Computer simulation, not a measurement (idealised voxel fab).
Proc. module: voxel gate over fins
This is section cut - it's 215 nm across, gridded in 5 nm square cells.
This document writes a cross-section as a grid whose cells are square, and gives it as bands, listed from the top down; one or more rows of cells form a band. Heights first: top, then bottom, in nm. Then materials, left to right, each with a width in nm. "all across" on a single material: fills the band edge to edge. "empty": empty space. Basically, 0 is our baseline, since under it the wafer straight out of the box is all one material. The bottom band has no lower end and keeps on going down, so it looks like "0 down". With a width like "30 to 40", each row of cells in the band differs from the next by the same amount, the top row carrying the first number and the bottom row the second. It should be understood that the words "nothing got changed", when stated for a given step, signify that the cross-section underwent no change in any of its cells during that step. Listed in "Closed void entries": every empty space of 8 or more cells without an open way to the top. Form: width x height at distance, the distance being from the left edge, all in nm. What comes after the settings on a step's line is commentary from the simulator itself on that step. The line of a step may include "overlay nm". On a step with a mask, this value is how far to the right of its planned place the mask lay. A negative value means the mask lay to the left.
**These are the steps we planned for the process**
- 1: RECEIVE,material Si
- 2: CONFORMAL_DEP,material SiN,thk nm 5
- 3: MASKED_ETCH,tone cover,mask id FINS,width nm 15,pitch nm 60,etch materials SiN,depth nm 5,overlay nm 0
- 4: MASKED_ETCH,tone cover,mask id FINS,width nm 15,pitch nm 60,etch materials Si,depth nm 30,overlay nm -15
- 5: FILL_DEP,material SiO2,thk nm 5
- 6: CMP,height nm 5
- 7: MASKED_ETCH,tone open,mask id RAIL,width nm 15,etch materials SiO2,depth nm 30,overlay nm 0
- 8: CONFORMAL_DEP,material TiN,thk nm 5
- 9: FILL_DEP,material W,thk nm 5
- 10: CMP,height nm 5
- 11: SELECTIVE_ETCH,etch materials W Ru TiN,depth nm 25
- 12: FILL_DEP,material SiO2,thk nm 5
- 13: CMP,height nm 5
- 14: SELECTIVE_ETCH,etch materials SiO2,depth nm 15
- 15: STRIP,etch materials SiN
- 16: CONFORMAL_DEP,material HfO2,thk nm 5
- 17: CONFORMAL_DEP,material TiN,thk nm 5
- 18: CONFORMAL_DEP,material TiAl,thk nm 5
- 19: CONFORMAL_DEP,material TiN,thk nm 5
- 20: FILL_DEP,material W,thk nm 10
- 21: CMP,height nm 25
- 22: CONFORMAL_DEP,material SiN,thk nm 5
Wafers differ in overlay nm at step 4; plan lists the first wafer's value; identical starting state.
**As received, i.e. after step 1: cross-section through the first of several wafers**
    0 down | Si all across
    Closed void entries: none
**Take a look at the first of several wafers in cross-section: the module is done, and step 22 was its last step**
    30 to 25 | SiN all across
    25 to 20 | W all across
    20 to 15 | W 35 nm, TiN 130 nm, W 50 nm
    15 to 10 | W 35 nm, TiN 5 nm, TiAl 120 nm, TiN 5 nm, W 50 nm
    10 to 5 | TiN 40 nm, TiAl 5 nm, TiN 50 nm, TiAl 10 nm, TiN 50 nm, TiAl 5 nm, TiN 55 nm
    5 to 0 | TiAl 45 nm, TiN 5 nm, HfO2 40 nm, TiN 5 nm, TiAl 10 nm, TiN 5 nm, HfO2 40 nm, TiN 5 nm, TiAl 60 nm
    0 to -5 | TiN 50 nm, HfO2 5 nm, Si 30 nm, HfO2 5 nm, TiN 20 nm, HfO2 5 nm, Si 30 nm, HfO2 5 nm, TiN 65 nm
    -5 to -10 | HfO2 55 nm, Si 30 nm, HfO2 30 nm, Si 30 nm, HfO2 70 nm
    -10 to -20 | SiO2 55 nm, Si 30 nm, SiO2 30 nm, Si 30 nm, SiO2 70 nm
    -20 to -25 | SiO2 55 nm, Si 30 nm, SiO2 15 nm, TiN 15 nm, Si 30 nm, SiO2 70 nm
    -25 to -30 | SiO2 55 nm, Si 30 nm, SiO2 30 nm, Si 30 nm, SiO2 70 nm
    -30 down | Si all across
    Closed void entries: none
**Here we cross-sectioned the last of the wafers once the module was done**
    30 to 25 | SiN all across
    25 to 20 | W all across
    20 to 15 | W 50 nm, TiN 130 nm, W 35 nm
    15 to 10 | W 50 nm, TiN 5 nm, TiAl 120 nm, TiN 5 nm, W 35 nm
    10 to 5 | TiN 55 nm, TiAl 5 nm, TiN 50 nm, TiAl 10 nm, TiN 50 nm, TiAl 5 nm, TiN 40 nm
    5 to 0 | TiAl 60 nm, TiN 5 nm, HfO2 40 nm, TiN 5 nm, TiAl 10 nm, TiN 5 nm, HfO2 40 nm, TiN 5 nm, TiAl 45 nm
    0 to -5 | TiN 65 nm, HfO2 5 nm, Si 30 nm, HfO2 5 nm, TiN 20 nm, HfO2 5 nm, Si 30 nm, HfO2 5 nm, TiN 50 nm
    -5 to -10 | HfO2 70 nm, Si 30 nm, HfO2 30 nm, Si 30 nm, HfO2 55 nm
    -10 to -20 | SiO2 70 nm, Si 30 nm, SiO2 30 nm, Si 30 nm, SiO2 55 nm
    -20 to -25 | SiO2 70 nm, Si 30 nm, TiN 15 nm, SiO2 15 nm, Si 30 nm, SiO2 55 nm
    -25 to -30 | SiO2 70 nm, Si 30 nm, SiO2 30 nm, Si 30 nm, SiO2 55 nm
    -30 down | Si all across
    Closed void entries: none
**Row per wafer, end-of-module: cell gain (+)/loss (-) by material since the wafer came in, then closed voids**
overlay nm -15 | +51 HfO2 | -186 Si | +43 SiN | +121 SiO2 | +51 TiAl | +101 TiN | +77 W | Closed void entries: none
overlay nm -10 | +51 HfO2 | -198 Si | +43 SiN | +129 SiO2 | +51 TiAl | +103 TiN | +79 W | Closed void entries: none
overlay nm -5 | +51 HfO2 | -210 Si | +43 SiN | +137 SiO2 | +51 TiAl | +105 TiN | +81 W | Closed void entries: none
overlay nm 0 | +51 HfO2 | -222 Si | +43 SiN | +145 SiO2 | +51 TiAl | +105 TiN | +85 W | Closed void entries: none
overlay nm 5 | +51 HfO2 | -210 Si | +43 SiN | +137 SiO2 | +51 TiAl | +105 TiN | +81 W | Closed void entries: none
overlay nm 10 | +51 HfO2 | -198 Si | +43 SiN | +129 SiO2 | +51 TiAl | +103 TiN | +79 W | Closed void entries: none
overlay nm 15 | +51 HfO2 | -186 Si | +43 SiN | +121 SiO2 | +51 TiAl | +101 TiN | +77 W | Closed void entries: none
